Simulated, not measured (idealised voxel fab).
Name of the process module below: voxel self aligned contacts
Each square cell in cross-section cut measures 5 nm, and the section as a whole is 180 nm wide.
Cross-section spec: square-cell grid; bands listed top down; each band is one or more rows.
Per band: top height and bottom height in nm, followed by the left-to-right materials and their widths in nm; "all across" marks a single material spanning edge to edge, "empty" marks empty space.
The level at which height equals 0 is the one under which the wafer, as it arrives, is entirely one material. No lower edge exists for the bottom band, which continues downward and is notated as in "z 0 and below".
Graded width ("30 to 40"): value in top row of band = first number; value in bottom row = second number; row-to-row change constant.
Where a step carries "same as before", the cross-section came out of it unchanged, cell for cell.
The entry titled "Closed cavities" provides the empty spaces that have no open way to the top, restricted to those of 8 cells or more. Each is presented as width x height at distance, the distance being measured from the left edge, with all three in nm.
Text after the settings on a step's line: the simulator's own remark on that step.
overlay nm: right-of-plan distance of the mask on a masked step; negative values mean left-of-plan.

[Planned step list for the process]
1. RECEIVE, material Si
2. OXIDIZE, depth nm 5
3. DIRECTIONAL_DEP, material polySi, thk nm 20
4. DIRECTIONAL_DEP, material SiN, thk nm 20
5. MASKED_ETCH, tone cover, mask id GATE, width nm 25, pitch nm 60, etch materials SiN, depth nm 20, overlay nm 0
6. MASKED_ETCH, tone cover, mask id GATE, width nm 25, pitch nm 60, etch materials polySi, depth nm 20, overlay nm 0
7. CONFORMAL_DEP, material SiN, thk nm 5
8. DIRECTIONAL_ETCH, etch materials SiN, depth nm 5
9. FILL_DEP, material SiO2, thk nm 15
10. CMP, height nm 45
11. PATTERN, tone open, mask id CONTACT, material resist, width nm 45, pitch nm 60, thk nm 15, overlay nm 0
12. DIRECTIONAL_ETCH, etch materials SiO2, depth nm 50
13. STRIP, etch materials resist
14. CONFORMAL_DEP, material TiN, thk nm 5
15. FILL_DEP, material Ru, thk nm 10
16. CMP, height nm 45
17. CONFORMAL_DEP, material SiCN, thk nm 5

[The cross-section here shows the wafer as received, i.e. in its state after step 1]
  z 0 and below: Si all across
  Closed cavities: none

[Looking at the first of two wafers in cross-section at end of module - ran to plan]
  z 50 to 45: SiCN all across
  z 45 to 40: SiO2 (35) | TiN (15) | Ru (15) | TiN (15) | SiO2 (15) | TiN (15) | Ru (15) | TiN (15) | SiO2 (40)
  z 40 to 20: SiO2 (10) | SiN (35) | TiN (5) | Ru (15) | TiN (5) | SiN (35) | TiN (5) | Ru (15) | TiN (5) | SiN (35) | SiO2 (15)
  z 20 to 0: SiO2 (10) | SiN (5) | polySi (25) | SiN (5) | TiN (5) | Ru (15) | TiN (5) | SiN (5) | polySi (25) | SiN (5) | TiN (5) | Ru (15) | TiN (5) | SiN (5) | polySi (25) | SiN (5) | SiO2 (15)
  z 0 to -5: SiO2 (45) | TiN (25) | SiO2 (35) | TiN (25) | SiO2 (50)
  z -5 and below: Si all across
  Closed cavities: none

[End-of-module cross-section of the second wafer: identical starting point and process plan to the first, with one processing mistake]
  z 50 to 45: SiCN all across
  z 45 to 40: polySi all across
  z 40 to 20: polySi (10) | SiN (35) | polySi (25) | SiN (35) | polySi (25) | SiN (35) | polySi (15)
  z 20 to 0: polySi (10) | SiN (5) | polySi (25) | SiN (5) | polySi (25) | SiN (5) | polySi (25) | SiN (5) | polySi (25) | SiN (5) | polySi (25) | SiN (5) | polySi (15)
  z 0 to -5: SiO2 all across
  z -5 and below: Si all across
  Closed cavities: none
It is concluded that the wafer was processed incorrectly with respect to the plan, in that step 9 off recipe, ran as FILL_DEP, material polySi, thk nm 15
Heads up, by the end the second wafer has more or fewer cells of some materials compared to the first: Ru: 54 fewer | SiO2: 48 fewer | TiN: 54 fewer | polySi: 156 more
